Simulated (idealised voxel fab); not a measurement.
Process module, titled voxel gate over fins
The cross-section shown here is cut; it is 145 nm wide and divided into square cells measuring 5 nm on a side.
When this document writes out a cross-section, it uses a grid of square cells and lists it as bands, beginning at the top and moving down, with a band standing for one or more rows of cells.
Band: top and bottom heights (nm) first, top before bottom; then materials from left to right, widths in nm. "full width" marks a sole material filling the band edge to edge. "air" denotes empty space.
Zero point of the height axis is 0; under it, received wafer = one material. Lowest band: continues down indefinitely, "0..down".
Quick explanation for "30 to 40": the width changes in equal steps down the rows of cells, from the first number in the band's top row to the second number in its bottom row.
"nothing got changed" (step): cross-section cells unchanged, all of them.
So "Enclosed internal cavities" is basically the list of trapped voids: any empty space of 8 cells or more that can't reach the top through an opening. They're written width x height at distance, the distance being from the left edge, and it's all nm.
On each step's line, the part that comes after the settings is the simulator's own comment on the step.
What "overlay nm" on a step's line means: if the step has a mask, that mask lay this far to the right of its planned place, or, when the value is negative, to the left.
The planned process steps are enumerated hereunder
1 RECEIVE | material Si
2 CONFORMAL_DEP | material SiN | thk nm 5
3 PATTERN | tone cover | mask id FINS | material resist | width nm 15 | pitch nm 50 | thk nm 15 | overlay nm 0
4 DIRECTIONAL_ETCH | etch materials SiN | depth nm 5
5 DIRECTIONAL_ETCH | etch materials Si | depth nm 40
6 STRIP | etch materials resist
7 FILL_DEP | material SiO2 | thk nm 15
8 CMP | height nm 5
9 PATTERN | tone open | mask id RAIL | material resist | width nm 15 | thk nm 15 | overlay nm 0
10 DIRECTIONAL_ETCH | etch materials SiO2 | depth nm 40
11 STRIP | etch materials resist
12 CONFORMAL_DEP | material TiN | thk nm 5
13 FILL_DEP | material Ru | thk nm 5
14 CMP | height nm 5
15 SELECTIVE_ETCH | etch materials W Ru TiN | depth nm 20
16 FILL_DEP | material SiO2 | thk nm 5
17 CMP | height nm 5
18 SELECTIVE_ETCH | etch materials SiO2 | depth nm 15
19 STRIP | etch materials SiN
20 CONFORMAL_DEP | material HfO2 | thk nm 5
21 CONFORMAL_DEP | material TiN | thk nm 5
22 CONFORMAL_DEP | material TiAl | thk nm 5
23 CONFORMAL_DEP | material TiN | thk nm 5
24 FILL_DEP | material W | thk nm 15
25 CMP | height nm 30
26 CONFORMAL_DEP | material SiN | thk nm 10
As-received wafer cross-section (after step 1)
- 0..down  Si full width
- Enclosed internal cavities: none
End-of-module XS, first of two wafers, run as planned
- 40..30  SiN full width
- 30..20  W full width
- 20..15  TiN full width
- 15..10  TiAl: 45 | TiN: 5 | TiAl: 45 | TiN: 5 | TiAl: 45
- 10..5  TiAl: 5 | TiN: 35 | TiAl: 5 | TiN: 5 | TiAl: 5 | TiN: 35 | TiAl: 5 | TiN: 5 | TiAl: 5 | TiN: 35 | TiAl: 5
- 5..0  TiAl: 5 | TiN: 5 | HfO2: 25 | TiN: 5 | TiAl: 15 | TiN: 5 | HfO2: 25 | TiN: 5 | TiAl: 15 | TiN: 5 | HfO2: 25 | TiN: 5 | TiAl: 5
- 0..-5  TiN: 10 | HfO2: 5 | Si: 15 | HfO2: 5 | TiN: 25 | HfO2: 5 | Si: 15 | HfO2: 5 | TiN: 25 | HfO2: 5 | Si: 15 | HfO2: 5 | TiN: 10
- -5..-10  HfO2: 15 | Si: 15 | HfO2: 35 | Si: 15 | HfO2: 35 | Si: 15 | HfO2: 15
- -10..-15  SiO2: 15 | Si: 15 | SiO2: 35 | Si: 15 | SiO2: 35 | Si: 15 | SiO2: 15
- -15..-30  SiO2: 15 | Si: 15 | SiO2: 10 | TiN: 5 | Ru: 5 | TiN: 5 | SiO2: 10 | Si: 15 | SiO2: 35 | Si: 15 | SiO2: 15
- -30..-35  SiO2: 15 | Si: 15 | SiO2: 10 | TiN: 15 | SiO2: 10 | Si: 15 | SiO2: 35 | Si: 15 | SiO2: 15
- -35..-40  SiO2: 15 | Si: 15 | SiO2: 35 | Si: 15 | SiO2: 35 | Si: 15 | SiO2: 15
- -40..down  Si full width
- Enclosed internal cavities: none
Presented here is a cross-section of the second of the two wafers as it stood at the end of the module. It was started in the same manner and assigned the same plan as the first wafer; however, one mistake was made in its execution
- 40..30  SiN full width
- 30..20  W full width
- 20..15  TiN full width
- 15..10  TiAl: 45 | TiN: 5 | TiAl: 45 | TiN: 5 | TiAl: 45
- 10..5  TiAl: 5 | TiN: 35 | TiAl: 5 | TiN: 5 | TiAl: 5 | TiN: 35 | TiAl: 5 | TiN: 5 | TiAl: 5 | TiN: 35 | TiAl: 5
- 5..0  TiAl: 5 | TiN: 5 | HfO2: 25 | TiN: 5 | TiAl: 5 | TiN: 5 | TiAl: 5 | TiN: 5 | HfO2: 25 | TiN: 5 | TiAl: 5 | TiN: 5 | TiAl: 5 | TiN: 5 | HfO2: 25 | TiN: 5 | TiAl: 5
- 0..-5  TiAl: 5 | TiN: 5 | HfO2: 5 | Si: 15 | HfO2: 5 | TiN: 5 | TiAl: 15 | TiN: 5 | HfO2: 5 | Si: 15 | HfO2: 5 | TiN: 5 | TiAl: 5 | TiN: 5 | TiAl: 5 | TiN: 5 | HfO2: 5 | Si: 15 | HfO2: 5 | TiN: 5 | TiAl: 5
- -5..-10  TiAl: 5 | TiN: 5 | HfO2: 5 | Si: 15 | HfO2: 5 | TiN: 25 | HfO2: 5 | Si: 15 | HfO2: 5 | TiN: 5 | TiAl: 5 | TiN: 5 | TiAl: 5 | TiN: 5 | HfO2: 5 | Si: 15 | HfO2: 5 | TiN: 5 | TiAl: 5
- -10..-15  TiAl: 5 | TiN: 5 | HfO2: 5 | Si: 15 | HfO2: 35 | Si: 15 | HfO2: 5 | TiN: 5 | TiAl: 15 | TiN: 5 | HfO2: 5 | Si: 15 | HfO2: 5 | TiN: 5 | TiAl: 5
- -15..-20  TiN: 10 | HfO2: 5 | Si: 15 | HfO2: 10 | TiN: 5 | Ru: 5 | TiN: 5 | HfO2: 10 | Si: 15 | HfO2: 5 | TiN: 25 | HfO2: 5 | Si: 15 | HfO2: 5 | TiN: 10
- -20..-25  HfO2: 15 | Si: 15 | HfO2: 10 | TiN: 5 | Ru: 5 | TiN: 5 | HfO2: 10 | Si: 15 | HfO2: 35 | Si: 15 | HfO2: 15
- -25..-30  SiO2: 15 | Si: 15 | SiO2: 10 | TiN: 5 | Ru: 5 | TiN: 5 | SiO2: 10 | Si: 15 | SiO2: 35 | Si: 15 | SiO2: 15
- -30..-35  SiO2: 15 | Si: 15 | SiO2: 10 | TiN: 15 | SiO2: 10 | Si: 15 | SiO2: 35 | Si: 15 | SiO2: 15
- -35..-40  SiO2: 15 | Si: 15 | SiO2: 35 | Si: 15 | SiO2: 35 | Si: 15 | SiO2: 15
- -40..down  Si full width
- Enclosed internal cavities: none
Processing error: execution of plan step 18 occurred twice
End of process, cell counts, second wafer against first, materials with more or fewer: HfO2: 22 more; SiO2: 54 fewer; TiAl: 14 more; TiN: 18 more
